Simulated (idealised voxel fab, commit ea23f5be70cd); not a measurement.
The process module presented herein is designated voxel lift off.
We display cut, a cross-section 250 nm in width whose square cells are each 5 nm.
Format of a cross-section: grid, square cells. Given as bands. Order: top down. Band: one or more rows of cells. The band entry comprises the height of the band's top followed by the height of its bottom, expressed in nm, and subsequently the band's materials from left to right, each stated together with its width in nm. Where a single material is marked with the word "full width", that material fills the band from edge to edge. The word "air" represents empty space. Heights are reckoned from 0. Under this level, the received wafer is all of one material. The bottommost band is open-ended downward, for example "z 0 and below". With a width like "30..40", each row of cells in the band differs from the next by the same amount, the top row carrying the first number and the bottom row the second. Where a step carries "nothing was modified", the cross-section came out of it unchanged, cell for cell. In the "Sealed voids" entry, you get each enclosed empty space of 8 cells or more, one with no open way to the top, written width x height at distance, distance from the left edge, in nm. If you see something after the settings on a step's line, that's the simulator's own remark about that step. A step line may carry the setting "overlay nm", which, for steps involving a mask, states the distance by which the mask lay to the right of its intended position; negative values denote displacement to the left.

Plan:
| 1 | op RECEIVE | material Si |
| 2 | op CONFORMAL_DEP | material SiO2 | thk nm 15 |
| 3 | op PATTERN | tone open | mask id LINES | material resist | width nm 30 | pitch nm 55 | thk nm 30 | overlay nm 0 |
| 4 | op DIRECTIONAL_DEP | material Ru | thk nm 15 |
| 5 | op STRIP | etch materials resist |
| 6 | op CONFORMAL_DEP | material SiO2 | thk nm 10 |

First wafer, as planned:

This is the cross-section of the wafer as we received it, i.e. after step 1:
  z 0 and below  Si full width
  Sealed voids: none

The wafer, seen in cross-section, after step 2:
  z 15 to 0  SiO2 full width
  Under the height 0 nothing was changed.

The wafer, seen in cross-section, after step 3:
  z 45 to 15  resist 80 nm; air 30 nm; resist 25 nm; air 30 nm; resist 85 nm
  Under the height 15 nothing was changed.

The wafer, seen in cross-section, after step 4:
  z 60 to 45  Ru 80 nm; air 30 nm; Ru 25 nm; air 30 nm; Ru 85 nm
  z 45 to 30  resist 80 nm; air 30 nm; resist 25 nm; air 30 nm; resist 85 nm
  z 30 to 15  resist 80 nm; Ru 30 nm; resist 25 nm; Ru 30 nm; resist 85 nm
  Under the height 15 nothing was changed.

The wafer, seen in cross-section, after step 5:
  z 30 to 15  air 80 nm; Ru 30 nm; air 25 nm; Ru 30 nm; air 85 nm
  Under the height 15 nothing was changed.

The wafer, seen in cross-section, after step 6:
  z 40 to 30  air 70 nm; SiO2 50 nm; air 5 nm; SiO2 50 nm; air 75 nm
  z 30 to 25  air 70 nm; SiO2 10 nm; Ru 30 nm; SiO2 10 nm; air 5 nm; SiO2 10 nm; Ru 30 nm; SiO2 10 nm; air 75 nm
  z 25 to 15  SiO2 80 nm; Ru 30 nm; SiO2 25 nm; Ru 30 nm; SiO2 85 nm
  Under the height 15 nothing was changed.

Second of two: same start, same plan, one run error; steps up to and including 1 match the first:

Cross-section of the second wafer corresponding to the planned conclusion of step 2:
  z 30 to 0  SiO2 full width
  Under the height 0 nothing was changed.

Cross-section of the second wafer corresponding to the planned conclusion of step 3:
  z 60 to 30  resist 80 nm; air 30 nm; resist 25 nm; air 30 nm; resist 85 nm
  Under the height 30 nothing was changed.

Cross-section of the second wafer corresponding to the planned conclusion of step 4:
  z 75 to 60  Ru 80 nm; air 30 nm; Ru 25 nm; air 30 nm; Ru 85 nm
  z 60 to 45  resist 80 nm; air 30 nm; resist 25 nm; air 30 nm; resist 85 nm
  z 45 to 30  resist 80 nm; Ru 30 nm; resist 25 nm; Ru 30 nm; resist 85 nm
  Under the height 30 nothing was changed.

Cross-section of the second wafer corresponding to the planned conclusion of step 5:
  z 45 to 30  air 80 nm; Ru 30 nm; air 25 nm; Ru 30 nm; air 85 nm
  Under the height 30 nothing was changed.

Cross-section of the second wafer corresponding to the planned conclusion of step 6:
  z 55 to 45  air 70 nm; SiO2 50 nm; air 5 nm; SiO2 50 nm; air 75 nm
  z 45 to 40  air 70 nm; SiO2 10 nm; Ru 30 nm; SiO2 10 nm; air 5 nm; SiO2 10 nm; Ru 30 nm; SiO2 10 nm; air 75 nm
  z 40 to 30  SiO2 80 nm; Ru 30 nm; SiO2 25 nm; Ru 30 nm; SiO2 85 nm
  Under the height 30 nothing was changed.
Finding, execution versus plan: plan step 2 was twice executed
The final cell counts differ between the wafers, with the second having more or fewer of some materials than the first: SiO2 +150
